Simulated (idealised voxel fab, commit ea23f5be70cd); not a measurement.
The name of this process module is voxel fin reveal.
FYI the section here is cut, 245 nm wide, cells are 5 nm squares.
When this document writes out a cross-section, it uses a grid of square cells and lists it as bands, beginning at the top and moving down, with a band standing for one or more rows of cells.
Heads up on the band format: heights come first, top then bottom, in nm. After that it's the materials left to right, each with its width in nm. A single material flagged "full width" fills the whole band edge to edge, and "blank" means there's empty space there.
It should be noted that heights are counted from 0, beneath which the wafer as supplied is of one material throughout, and that the lowest band possesses no lower boundary but continues downward, as written in "0 nm and below".
Think of "30..40" as a width that walks from the first number to the second as you go down the band, top row to bottom row, taking equal-sized steps from row to row.
"no change occurred" after a step means that no cell of the cross-section changed.
The label "Encapsulated voids" introduces a list of the empty spaces, 8 cells or larger, that have no open way up to the top; each entry in it reads width x height at distance, where the distance is taken from the left edge and all three are stated in nm.
If you see something after the settings on a step's line, that's the simulator's own remark about that step.
Each step line may optionally specify "overlay nm", which for a step with a mask gives the rightward distance between the mask's planned place and where it lay, a negative value indicating the leftward direction.

Process steps (planned)
1: op RECEIVE | material Si
2: op CONFORMAL_DEP | material SiN | thk nm 10
3: op MASKED_ETCH | tone cover | mask id FINS | width nm 15 | pitch nm 40 | etch materials SiN | depth nm 10 | overlay nm 0
4: op MASKED_ETCH | tone cover | mask id FINS | width nm 15 | pitch nm 40 | etch materials Si | depth nm 35 | overlay nm 0
5: op OXIDIZE | depth nm 5
6: op FILL_DEP | material SiO2 | thk nm 15
7: op CMP | height nm 10
8: op SELECTIVE_ETCH | etch materials SiO2 | depth nm 20
9: op STRIP | etch materials SiN
10: op CONFORMAL_DEP | material HfO2 | thk nm 5

Incoming wafer in cross-section (state: after step 1)
0 nm and below | Si full width
Encapsulated voids: none

As-planned run: cross-section of the first of two wafers at end of module
5 nm to 0 nm | blank=55; HfO2=15; blank=25; HfO2=15; blank=25; HfO2=15; blank=25; HfO2=15; blank=55
0 nm to -5 nm | blank=55; HfO2=5; Si=5; HfO2=5; blank=25; HfO2=5; Si=5; HfO2=5; blank=25; HfO2=5; Si=5; HfO2=5; blank=25; HfO2=5; Si=5; HfO2=5; blank=55
-5 nm to -10 nm | HfO2=60; Si=5; HfO2=35; Si=5; HfO2=35; Si=5; HfO2=35; Si=5; HfO2=60
-10 nm to -40 nm | SiO2=60; Si=5; SiO2=35; Si=5; SiO2=35; Si=5; SiO2=35; Si=5; SiO2=60
-40 nm and below | Si full width
Encapsulated voids: none

Cross-section of the latter of the two wafers at module completion. It had an identical start and an identical plan to the former; in running it, one mistake was made
5 nm to 0 nm | blank=55; HfO2=15; blank=25; HfO2=15; blank=25; HfO2=15; blank=25; HfO2=15; blank=55
0 nm to -25 nm | blank=55; HfO2=5; Si=5; HfO2=5; blank=25; HfO2=5; Si=5; HfO2=5; blank=25; HfO2=5; Si=5; HfO2=5; blank=25; HfO2=5; Si=5; HfO2=5; blank=55
-25 nm to -30 nm | HfO2=60; Si=5; HfO2=35; Si=5; HfO2=35; Si=5; HfO2=35; Si=5; HfO2=60
-30 nm to -40 nm | SiO2=60; Si=5; SiO2=35; Si=5; SiO2=35; Si=5; SiO2=35; Si=5; SiO2=60
-40 nm and below | Si full width
Encapsulated voids: none
What broke from the plan during processing? twice, step 8 of the plan was run
End check, counted in cells, second wafer has more or fewer of these materials than the first: +32 HfO2, -180 SiO2
